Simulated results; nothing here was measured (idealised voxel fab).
process module | voxel transistor to metal
cross-section cut | 300 nm wide | cells 5 nm
A cross-section is a grid of square cells, given in bands from the top down. A band is one or more rows of cells.
Each band's line starts with the height of the band's top and of its bottom, in nm. Then come its materials from left to right, each with its width in nm. One material with "throughout" fills the band from edge to edge. "air" is empty space.
Height 0 is the level under which the wafer as received is all one material. The lowest band goes on downwards, as in "0 down".
A width such as "30 to 40" changes by the same amount from each row of cells to the next, from the band's top row to its bottom row.
"no change" after a step means that no cell of the cross-section changed.
closed voids: empty space of 8 cells or more with no open way to the top, each as width x height at its distance from the left edge, in nm
after a step's settings: what the simulator itself notes on the step
overlay nm, on a step with a mask: how far to the right of its planned place the mask lay; to the left if negative
plan
1 op RECEIVE | material Si
2 op OXIDIZE | depth nm 5
3 op CONFORMAL_DEP | material SiN | thk nm 15
4 op PATTERN | tone cover | mask id ACTIVE | material resist | width nm 90 | pitch nm 110 | thk nm 20 | overlay nm 0
5 op DIRECTIONAL_ETCH | etch materials SiN | depth nm 15
6 op DIRECTIONAL_ETCH | etch materials SiO2 | depth nm 5
7 op DIRECTIONAL_ETCH | etch materials Si | depth nm 30
8 op STRIP | etch materials resist
9 op OXIDIZE | depth nm 5
10 op FILL_DEP | material SiO2 | thk nm 10
11 op CMP | height nm 15
12 op SELECTIVE_ETCH | etch materials SiO2 | depth nm 5
13 op STRIP | etch materials SiN
14 op SELECTIVE_ETCH | etch materials SiO2 | depth nm 5
15 op OXIDIZE | depth nm 5
16 op DIRECTIONAL_DEP | material polySi | thk nm 30
17 op DIRECTIONAL_DEP | material SiCN | thk nm 10
18 op MASKED_ETCH | tone cover | mask id GATE | width nm 20 | pitch nm 110 | etch materials SiCN | depth nm 20 | overlay nm 0
19 op MASKED_ETCH | tone cover | mask id GATE | width nm 20 | pitch nm 110 | etch materials polySi | depth nm 40 | overlay nm 0
20 op CONFORMAL_DEP | material SiO2 | thk nm 5
21 op DIRECTIONAL_ETCH | etch materials SiO2 | depth nm 5
22 op CONFORMAL_DEP | material SiN | thk nm 5
23 op DIRECTIONAL_ETCH | etch materials SiN | depth nm 5
24 op DIRECTIONAL_ETCH | etch materials SiO2 | depth nm 5
25 op DIRECTIONAL_ETCH | etch materials Si | depth nm 15
26 op EPI | material SiGe | thk nm 15
27 op FILL_DEP | material SiO2 | thk nm 5
28 op CMP | height nm 35
29 op DIRECTIONAL_DEP | material SiO2 | thk nm 10
30 op DIRECTIONAL_DEP | material aC | thk nm 15
31 op PATTERN | tone open | mask id CONTACT | material resist | width nm 15 | thk nm 35 | overlay nm 0
32 op DIRECTIONAL_ETCH | etch materials aC | depth nm 15
33 op STRIP | etch materials resist
34 op DIRECTIONAL_ETCH | etch materials SiO2 | depth nm 55
35 op STRIP | etch materials aC
36 op CONFORMAL_DEP | material TiN | thk nm 5
37 op FILL_DEP | material W | thk nm 5
38 op CMP | height nm 45
39 op DIRECTIONAL_DEP | material TiN | thk nm 5
40 op DIRECTIONAL_DEP | material Ru | thk nm 20
41 op PATTERN | tone cover | mask id METAL_1 | material resist | width nm 15 | thk nm 15 | overlay nm 0
42 op DIRECTIONAL_ETCH | etch materials Ru | depth nm 20
43 op DIRECTIONAL_ETCH | etch materials TiN | depth nm 5
44 op STRIP | etch materials resist
45 op CONFORMAL_DEP | material SiN | thk nm 5
46 op FILL_DEP | material SiO2 | thk nm 10
47 op CMP | height nm 70
48 op CONFORMAL_DEP | material SiCN | thk nm 5
as received, after step 1
  0 down: Si throughout
  closed voids: none
first wafer at the end, as planned
  75 to 70: SiCN throughout
  70 to 50: SiO2 50 | SiN 5 | Ru 15 | SiN 5 | SiO2 40 | SiN 5 | Ru 15 | SiN 5 | SiO2 20 | SiN 5 | Ru 15 | SiN 5 | SiO2 40 | SiN 5 | Ru 15 | SiN 5 | SiO2 50
  50 to 45: SiN 55 | TiN 15 | SiN 50 | TiN 15 | SiN 30 | TiN 15 | SiN 50 | TiN 15 | SiN 55
  45 to 35: SiO2 55 | TiN 5 | W 5 | TiN 5 | SiO2 50 | TiN 5 | W 5 | TiN 5 | SiO2 30 | TiN 5 | W 5 | TiN 5 | SiO2 50 | TiN 5 | W 5 | TiN 5 | SiO2 55
  35 to 25: SiO2 55 | TiN 5 | W 5 | TiN 5 | SiO2 5 | SiN 5 | SiO2 5 | SiCN 20 | SiO2 5 | SiN 5 | SiO2 5 | TiN 5 | W 5 | TiN 5 | SiO2 30 | TiN 5 | W 5 | TiN 5 | SiO2 5 | SiN 5 | SiO2 5 | SiCN 20 | SiO2 5 | SiN 5 | SiO2 5 | TiN 5 | W 5 | TiN 5 | SiO2 55
  25 to 10: SiO2 55 | TiN 5 | W 5 | TiN 5 | SiO2 5 | SiN 5 | SiO2 5 | polySi 20 | SiO2 5 | SiN 5 | SiO2 5 | TiN 5 | W 5 | TiN 5 | SiO2 30 | TiN 5 | W 5 | TiN 5 | SiO2 5 | SiN 5 | SiO2 5 | polySi 20 | SiO2 5 | SiN 5 | SiO2 5 | TiN 5 | W 5 | TiN 5 | SiO2 55
  10 to 5: SiO2 55 | TiN 15 | SiO2 5 | SiN 5 | SiO2 5 | polySi 20 | SiO2 5 | SiN 5 | SiO2 5 | TiN 15 | SiO2 30 | TiN 15 | SiO2 5 | SiN 5 | SiO2 5 | polySi 20 | SiO2 5 | SiN 5 | SiO2 5 | TiN 15 | SiO2 55
  5 to -5: SiO2 50 | SiN 5 | TiN 5 | SiGe 15 | SiN 5 | SiO2 5 | polySi 20 | SiO2 5 | SiN 5 | SiGe 15 | TiN 5 | SiN 5 | SiO2 20 | SiN 5 | TiN 5 | SiGe 15 | SiN 5 | SiO2 5 | polySi 20 | SiO2 5 | SiN 5 | SiGe 15 | TiN 5 | SiN 5 | SiO2 50
  -5 to -10: SiO2 55 | TiN 5 | SiGe 15 | SiO2 40 | SiGe 15 | TiN 5 | SiO2 30 | TiN 5 | SiGe 15 | SiO2 40 | SiGe 15 | TiN 5 | SiO2 55
  -10 to -25: SiO2 55 | SiGe 20 | Si 40 | SiGe 20 | SiO2 30 | SiGe 20 | Si 40 | SiGe 20 | SiO2 55
  -25 to -40: SiO2 55 | Si 80 | SiO2 30 | Si 80 | SiO2 55
  -40 down: Si throughout
  closed voids: none
second wafer at the end: like start, like plan, one mistake
  75 to 70: SiCN throughout
  70 to 50: SiO2 50 | SiN 5 | Ru 15 | SiN 5 | SiO2 40 | SiN 5 | Ru 15 | SiN 5 | SiO2 20 | SiN 5 | Ru 15 | SiN 5 | SiO2 40 | SiN 5 | Ru 15 | SiN 5 | SiO2 50
  50 to 45: SiN 55 | TiN 15 | SiN 50 | TiN 15 | SiN 30 | TiN 15 | SiN 50 | TiN 15 | SiN 55
  45 to 35: SiO2 55 | TiN 5 | SiN 5 | TiN 5 | SiO2 50 | TiN 5 | SiN 5 | TiN 5 | SiO2 30 | TiN 5 | SiN 5 | TiN 5 | SiO2 50 | TiN 5 | SiN 5 | TiN 5 | SiO2 55
  35 to 25: SiO2 55 | TiN 5 | SiN 5 | TiN 5 | SiO2 5 | SiN 5 | SiO2 5 | SiCN 20 | SiO2 5 | SiN 5 | SiO2 5 | TiN 5 | SiN 5 | TiN 5 | SiO2 30 | TiN 5 | SiN 5 | TiN 5 | SiO2 5 | SiN 5 | SiO2 5 | SiCN 20 | SiO2 5 | SiN 5 | SiO2 5 | TiN 5 | SiN 5 | TiN 5 | SiO2 55
  25 to 10: SiO2 55 | TiN 5 | SiN 5 | TiN 5 | SiO2 5 | SiN 5 | SiO2 5 | polySi 20 | SiO2 5 | SiN 5 | SiO2 5 | TiN 5 | SiN 5 | TiN 5 | SiO2 30 | TiN 5 | SiN 5 | TiN 5 | SiO2 5 | SiN 5 | SiO2 5 | polySi 20 | SiO2 5 | SiN 5 | SiO2 5 | TiN 5 | SiN 5 | TiN 5 | SiO2 55
  10 to 5: SiO2 55 | TiN 15 | SiO2 5 | SiN 5 | SiO2 5 | polySi 20 | SiO2 5 | SiN 5 | SiO2 5 | TiN 15 | SiO2 30 | TiN 15 | SiO2 5 | SiN 5 | SiO2 5 | polySi 20 | SiO2 5 | SiN 5 | SiO2 5 | TiN 15 | SiO2 55
  5 to -5: SiO2 50 | SiN 5 | TiN 5 | SiGe 15 | SiN 5 | SiO2 5 | polySi 20 | SiO2 5 | SiN 5 | SiGe 15 | TiN 5 | SiN 5 | SiO2 20 | SiN 5 | TiN 5 | SiGe 15 | SiN 5 | SiO2 5 | polySi 20 | SiO2 5 | SiN 5 | SiGe 15 | TiN 5 | SiN 5 | SiO2 50
  -5 to -10: SiO2 55 | TiN 5 | SiGe 15 | SiO2 40 | SiGe 15 | TiN 5 | SiO2 30 | TiN 5 | SiGe 15 | SiO2 40 | SiGe 15 | TiN 5 | SiO2 55
  -10 to -25: SiO2 55 | SiGe 20 | Si 40 | SiGe 20 | SiO2 30 | SiGe 20 | Si 40 | SiGe 20 | SiO2 55
  -25 to -40: SiO2 55 | Si 80 | SiO2 30 | Si 80 | SiO2 55
  -40 down: Si throughout
  closed voids: none
what went wrong: step 37 ran as: op FILL_DEP | material SiN | thk nm 5
at the end the second wafer has, in cells: 28 more of SiN | 28 fewer of W
